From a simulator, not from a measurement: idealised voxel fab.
Herein follows the process module entitled voxel plated lines.
We display cut, a cross-section 295 nm in width whose square cells are each 5 nm.
Cross-section, as written here: a square-cell grid given band by band from the top down, where a band holds one or more rows of cells. Band: top height; bottom height; in nm. Then, left to right: material with width in nm, for each material. "all across": a single material spanning edge to edge. "blank": empty space. Heights are expressed relative to 0, this being the level below which the as-received wafer comprises one material exclusively. The lowest band is unbounded in the downward direction and is denoted as in "0 down". Read "30 to 40" as a graded width: first number on top, second number at the bottom, same change between each pair of neighbouring rows. Step marked "remained unchanged"? Then no cell in the cross-section changed in it. Under "Closed void listing" you'll find the enclosed gaps, the ones with no way out to the top, that are 8 cells or bigger; each reads width x height at distance, with distance counted from the left edge, everything in nm. That trailing text on a step's line, after the settings, is the simulator's own remark on the step. For masked steps, "overlay nm" on the step line gives how far right of plan the mask actually lay; a minus sign means it lay to the left.
**The steps planned for the process are as follows**
1 RECEIVE [material Si]
2 CONFORMAL_DEP [material SiN] [thk nm 5]
3 DIRECTIONAL_DEP [material TiN] [thk nm 5]
4 PATTERN [tone open] [mask id LINES] [material resist] [width nm 25] [pitch nm 40] [thk nm 40] [overlay nm 0]
5 EPI [material Ru] [thk nm 10]
6 EPI [material Ru] [thk nm 5]
7 EPI [material Ru] [thk nm 5]
8 STRIP [etch materials resist]
9 DIRECTIONAL_ETCH [etch materials TiN] [depth nm 5]
10 CONFORMAL_DEP [material SiN] [thk nm 10]
**Cross-sectional view of the wafer in its as-received condition, corresponding to the state after step 1**
	0 down | Si all across
	Closed void listing: none
**End state of the module in cross-section, given the above starting point and plan and one mistake in execution**
	40 to 30 | SiN: 105 | blank: 5 | SiN: 35 | blank: 5 | SiN: 35 | blank: 5 | SiN: 105
	30 to 15 | Ru: 95 | SiN: 10 | blank: 5 | SiN: 10 | Ru: 15 | SiN: 10 | blank: 5 | SiN: 10 | Ru: 15 | SiN: 10 | blank: 5 | SiN: 10 | Ru: 95
	15 to 10 | Ru: 95 | SiN: 25 | Ru: 15 | SiN: 25 | Ru: 15 | SiN: 25 | Ru: 95
	10 to 5 | TiN: 95 | SiN: 25 | TiN: 15 | SiN: 25 | TiN: 15 | SiN: 25 | TiN: 95
	5 to 0 | SiN all across
	0 down | Si all across
	Closed void listing: none
The plan and the run diverged here: not per plan at step 4, really ran PATTERN [tone cover] [mask id LINES] [material resist] [width nm 25] [pitch nm 40] [thk nm 40] [overlay nm 0]
